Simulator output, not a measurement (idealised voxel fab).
Process module in this document: voxel self aligned vias
The width of the displayed cross-section, cut, is 285 nm; its cells are square, with a size of 5 nm.
Cross-section format: a grid of square cells, given as bands from top to bottom; each band is one or more rows of cells. Per band: top height and bottom height in nm, followed by the left-to-right materials and their widths in nm; "edge to edge" marks a single material spanning edge to edge, "empty" marks empty space. Heights are measured from 0, the level below which the as-received wafer is all one material; the lowest band has no bottom and continues downward, written as in "0 and below". The width entry "30 to 40" should be interpreted row by row: the top row of cells in the band takes the first number, the bottom row takes the second number, and the change between adjacent rows is uniform throughout. Any step labelled "no modifications" changed none of the cells in the cross-section. Each empty space that has no open way to the top and spans at least 8 cells appears under "Entrapped void list" as width x height at distance, the distance counted from the left edge, all in nm. It should be noted that, on the line of a given step, the content following the step's settings is a remark produced by the simulator itself with respect to that step. A step's line can hold "overlay nm"; with a mask on that step, the setting says how far right of the planned place the mask lay, while a negative setting says it lay to the left.
# Planned process steps
1: RECEIVE,material Si
2: CONFORMAL_DEP,material SiO2,thk nm 15
3: CONFORMAL_DEP,material SiCN,thk nm 5
4: DIRECTIONAL_DEP,material lowk,thk nm 30
5: DIRECTIONAL_DEP,material aC,thk nm 10
6: PATTERN,tone open,mask id LINES,material resist,width nm 30,pitch nm 55,thk nm 25,overlay nm 0
7: DIRECTIONAL_ETCH,etch materials aC,depth nm 10
8: STRIP,etch materials resist
9: DIRECTIONAL_ETCH,etch materials lowk,depth nm 30
10: STRIP,etch materials aC
11: CONFORMAL_DEP,material TiN,thk nm 5
12: FILL_DEP,material W,thk nm 10
13: CMP,height nm 50
14: SELECTIVE_ETCH,etch materials W Ru TiN,depth nm 5
15: FILL_DEP,material SiN,thk nm 5
16: CMP,height nm 50
17: DIRECTIONAL_DEP,material lowk,thk nm 20
18: PATTERN,tone open,mask id VIAS,material resist,width nm 30,thk nm 20,overlay nm 0
19: DIRECTIONAL_ETCH,etch materials lowk,depth nm 20
20: DIRECTIONAL_ETCH,etch materials SiN,depth nm 5
21: STRIP,etch materials resist
22: CONFORMAL_DEP,material TiN,thk nm 5
23: FILL_DEP,material W,thk nm 10
24: CMP,height nm 70
25: CONFORMAL_DEP,material SiN,thk nm 5
Every wafer here starts from the same state; it is the step 18 width nm that distinguishes them, and the value the plan gives belongs to the first wafer.
# first wafer as received, after step 1
- 0 and below | Si edge to edge
- Entrapped void list: none
# End of the module, past its last step, step 25: how the first of several wafers looks in cross-section
- 75 down to 70 | SiN edge to edge
- 70 down to 50 | 100 nm lowk  5 nm TiN  20 nm W  5 nm TiN  155 nm lowk
- 50 down to 45 | 100 nm lowk  30 nm TiN  25 nm lowk  30 nm SiN  100 nm lowk
- 45 down to 25 | 100 nm lowk  5 nm TiN  20 nm W  5 nm TiN  25 nm lowk  5 nm TiN  20 nm W  5 nm TiN  100 nm lowk
- 25 down to 20 | 100 nm lowk  30 nm TiN  25 nm lowk  30 nm TiN  100 nm lowk
- 20 down to 15 | SiCN edge to edge
- 15 down to 0 | SiO2 edge to edge
- 0 and below | Si edge to edge
- Entrapped void list: none
# Showing the last wafer in cross-section at the end of the module
- 75 down to 70 | SiN edge to edge
- 70 down to 55 | 90 nm lowk  5 nm TiN  45 nm W  5 nm TiN  140 nm lowk
- 55 down to 50 | 90 nm lowk  15 nm TiN  20 nm W  20 nm TiN  140 nm lowk
- 50 down to 45 | 100 nm lowk  30 nm TiN  25 nm lowk  30 nm SiN  100 nm lowk
- 45 down to 25 | 100 nm lowk  5 nm TiN  20 nm W  5 nm TiN  25 nm lowk  5 nm TiN  20 nm W  5 nm TiN  100 nm lowk
- 25 down to 20 | 100 nm lowk  30 nm TiN  25 nm lowk  30 nm TiN  100 nm lowk
- 20 down to 15 | SiCN edge to edge
- 15 down to 0 | SiO2 edge to edge
- 0 and below | Si edge to edge
- Entrapped void list: none
# Take any row and you have a wafer at the end of the module: how many cells of each material it has gained (+) or lost (-) since it was received, and then its closed voids
width nm 30, +57 SiCN, +63 SiN, +171 SiO2, +42 TiN, +48 W, +474 lowk, Entrapped void list: none
width nm 35, +57 SiCN, +63 SiN, +171 SiO2, +43 TiN, +51 W, +470 lowk, Entrapped void list: none
width nm 40, +57 SiCN, +63 SiN, +171 SiO2, +44 TiN, +54 W, +466 lowk, Entrapped void list: none
width nm 45, +57 SiCN, +63 SiN, +171 SiO2, +45 TiN, +57 W, +462 lowk, Entrapped void list: none
width nm 50, +57 SiCN, +63 SiN, +171 SiO2, +46 TiN, +60 W, +458 lowk, Entrapped void list: none
width nm 55, +57 SiCN, +63 SiN, +171 SiO2, +47 TiN, +63 W, +454 lowk, Entrapped void list: none
